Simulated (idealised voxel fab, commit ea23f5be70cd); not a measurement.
process module | voxel quadruple lines
cross-section cut | 205 nm wide | cells 5 nm
A cross-section is a grid of square cells, given in bands from the top down. A band is one or more rows of cells.
Each band's line starts with the height of the band's top and of its bottom, in nm. Then come its materials from left to right, each with its width in nm. One material with "throughout" fills the band from edge to edge. "air" is empty space.
Height 0 is the level under which the wafer as received is all one material. The lowest band goes on downwards, as in "0 down".
A width such as "30 to 40" changes by the same amount from each row of cells to the next, from the band's top row to its bottom row.
"no change" after a step means that no cell of the cross-section changed.
closed voids: empty space of 8 cells or more with no open way to the top, each as width x height at its distance from the left edge, in nm
after a step's settings: what the simulator itself notes on the step
overlay nm, on a step with a mask: how far to the right of its planned place the mask lay; to the left if negative
plan
1 op RECEIVE | material Si
2 op CONFORMAL_DEP | material SiO2 | thk nm 5
3 op DIRECTIONAL_DEP | material Ru | thk nm 15
4 op DIRECTIONAL_DEP | material polySi | thk nm 15
5 op DIRECTIONAL_DEP | material aC | thk nm 20
6 op PATTERN | tone cover | mask id MANDREL | material resist | width nm 25 | thk nm 25 | overlay nm 0
7 op DIRECTIONAL_ETCH | etch materials aC | depth nm 20
8 op STRIP | etch materials resist
9 op CONFORMAL_DEP | material SiO2 | thk nm 15
10 op DIRECTIONAL_ETCH | etch materials SiO2 | depth nm 15
11 op STRIP | etch materials aC
12 op DIRECTIONAL_ETCH | etch materials polySi | depth nm 15
13 op STRIP | etch materials SiO2
14 op CONFORMAL_DEP | material SiCN | thk nm 5
15 op DIRECTIONAL_ETCH | etch materials SiCN | depth nm 5
16 op STRIP | etch materials polySi
17 op DIRECTIONAL_ETCH | etch materials Ru | depth nm 15
18 op STRIP | etch materials SiCN
19 op FILL_DEP | material lowk | thk nm 5
20 op CMP | height nm 20
first wafer, as planned
as received, after step 1
  0 down: Si throughout
  closed voids: none
after step 2
  5 to 0: SiO2 throughout
  below 0: unchanged
after step 3
  20 to 5: Ru throughout
  below 5: unchanged
after step 4
  35 to 20: polySi throughout
  below 20: unchanged
after step 5
  55 to 35: aC throughout
  below 35: unchanged
after step 6
  80 to 55: air 90 | resist 25 | air 90
  below 55: unchanged
after step 7
  60 to 55: air 90 | resist 25 | air 90
  55 to 35: air 90 | aC 25 | air 90
  below 35: unchanged
after step 8
  55 to 35: air 90 | aC 25 | air 90
  below 35: unchanged
after step 9
  70 to 55: air 75 | SiO2 55 | air 75
  55 to 50: air 75 | SiO2 15 | aC 25 | SiO2 15 | air 75
  50 to 35: SiO2 90 | aC 25 | SiO2 90
  below 35: unchanged
after step 10
  55 to 35: air 75 | SiO2 15 | aC 25 | SiO2 15 | air 75
  below 35: unchanged
after step 11
  55 to 35: air 75 | SiO2 15 | air 25 | SiO2 15 | air 75
  below 35: unchanged
after step 12
  55 to 35: air 75 | SiO2 15 | air 25 | SiO2 15 | air 75
  35 to 20: air 75 | polySi 15 | air 25 | polySi 15 | air 75
  below 20: unchanged
after step 13
  35 to 20: air 75 | polySi 15 | air 25 | polySi 15 | air 75
  below 20: unchanged
after step 14
  40 to 35: air 70 | SiCN 25 | air 15 | SiCN 25 | air 70
  35 to 25: air 70 | SiCN 5 | polySi 15 | SiCN 5 | air 15 | SiCN 5 | polySi 15 | SiCN 5 | air 70
  25 to 20: SiCN 75 | polySi 15 | SiCN 25 | polySi 15 | SiCN 75
  below 20: unchanged
after step 15
  35 to 20: air 70 | SiCN 5 | polySi 15 | SiCN 5 | air 15 | SiCN 5 | polySi 15 | SiCN 5 | air 70
  below 20: unchanged
after step 16
  35 to 20: air 70 | SiCN 5 | air 15 | SiCN 5 | air 15 | SiCN 5 | air 15 | SiCN 5 | air 70
  below 20: unchanged
after step 17
  35 to 20: air 70 | SiCN 5 | air 15 | SiCN 5 | air 15 | SiCN 5 | air 15 | SiCN 5 | air 70
  20 to 5: air 70 | Ru 5 | air 15 | Ru 5 | air 15 | Ru 5 | air 15 | Ru 5 | air 70
  below 5: unchanged
after step 18
  20 to 5: air 70 | Ru 5 | air 15 | Ru 5 | air 15 | Ru 5 | air 15 | Ru 5 | air 70
  below 5: unchanged
after step 19
  25 to 20: lowk throughout
  20 to 5: lowk 70 | Ru 5 | lowk 15 | Ru 5 | lowk 15 | Ru 5 | lowk 15 | Ru 5 | lowk 70
  below 5: unchanged
after step 20
  20 to 5: lowk 70 | Ru 5 | lowk 15 | Ru 5 | lowk 15 | Ru 5 | lowk 15 | Ru 5 | lowk 70
  below 5: unchanged
second wafer: like start, like plan, one mistake. Through step 1 it matches the first wafer
when step 2 should have ended
  15 to 0: SiO2 throughout
  below 0: unchanged
when step 3 should have ended
  30 to 15: Ru throughout
  below 15: unchanged
when step 4 should have ended
  45 to 30: polySi throughout
  below 30: unchanged
when step 5 should have ended
  65 to 45: aC throughout
  below 45: unchanged
when step 6 should have ended
  90 to 65: air 90 | resist 25 | air 90
  below 65: unchanged
when step 7 should have ended
  70 to 65: air 90 | resist 25 | air 90
  65 to 45: air 90 | aC 25 | air 90
  below 45: unchanged
when step 8 should have ended
  65 to 45: air 90 | aC 25 | air 90
  below 45: unchanged
when step 9 should have ended
  80 to 65: air 75 | SiO2 55 | air 75
  65 to 60: air 75 | SiO2 15 | aC 25 | SiO2 15 | air 75
  60 to 45: SiO2 90 | aC 25 | SiO2 90
  below 45: unchanged
when step 10 should have ended
  65 to 45: air 75 | SiO2 15 | aC 25 | SiO2 15 | air 75
  below 45: unchanged
when step 11 should have ended
  65 to 45: air 75 | SiO2 15 | air 25 | SiO2 15 | air 75
  below 45: unchanged
when step 12 should have ended
  65 to 45: air 75 | SiO2 15 | air 25 | SiO2 15 | air 75
  45 to 30: air 75 | polySi 15 | air 25 | polySi 15 | air 75
  below 30: unchanged
when step 13 should have ended
  45 to 30: air 75 | polySi 15 | air 25 | polySi 15 | air 75
  below 30: unchanged
when step 14 should have ended
  50 to 45: air 70 | SiCN 25 | air 15 | SiCN 25 | air 70
  45 to 35: air 70 | SiCN 5 | polySi 15 | SiCN 5 | air 15 | SiCN 5 | polySi 15 | SiCN 5 | air 70
  35 to 30: SiCN 75 | polySi 15 | SiCN 25 | polySi 15 | SiCN 75
  below 30: unchanged
when step 15 should have ended
  45 to 30: air 70 | SiCN 5 | polySi 15 | SiCN 5 | air 15 | SiCN 5 | polySi 15 | SiCN 5 | air 70
  below 30: unchanged
when step 16 should have ended
  45 to 30: air 70 | SiCN 5 | air 15 | SiCN 5 | air 15 | SiCN 5 | air 15 | SiCN 5 | air 70
  below 30: unchanged
when step 17 should have ended
  45 to 30: air 70 | SiCN 5 | air 15 | SiCN 5 | air 15 | SiCN 5 | air 15 | SiCN 5 | air 70
  30 to 15: air 70 | Ru 5 | air 15 | Ru 5 | air 15 | Ru 5 | air 15 | Ru 5 | air 70
  below 15: unchanged
when step 18 should have ended
  30 to 15: air 70 | Ru 5 | air 15 | Ru 5 | air 15 | Ru 5 | air 15 | Ru 5 | air 70
  below 15: unchanged
when step 19 should have ended
  35 to 30: lowk throughout
  30 to 15: lowk 70 | Ru 5 | lowk 15 | Ru 5 | lowk 15 | Ru 5 | lowk 15 | Ru 5 | lowk 70
  below 15: unchanged
when step 20 should have ended
  20 to 15: lowk 70 | Ru 5 | lowk 15 | Ru 5 | lowk 15 | Ru 5 | lowk 15 | Ru 5 | lowk 70
  below 15: unchanged
what went wrong: step 2 ran as: op CONFORMAL_DEP | material SiO2 | thk nm 15
at the end the second wafer has, in cells: 8 fewer of Ru | 82 more of SiO2 | 74 fewer of lowk
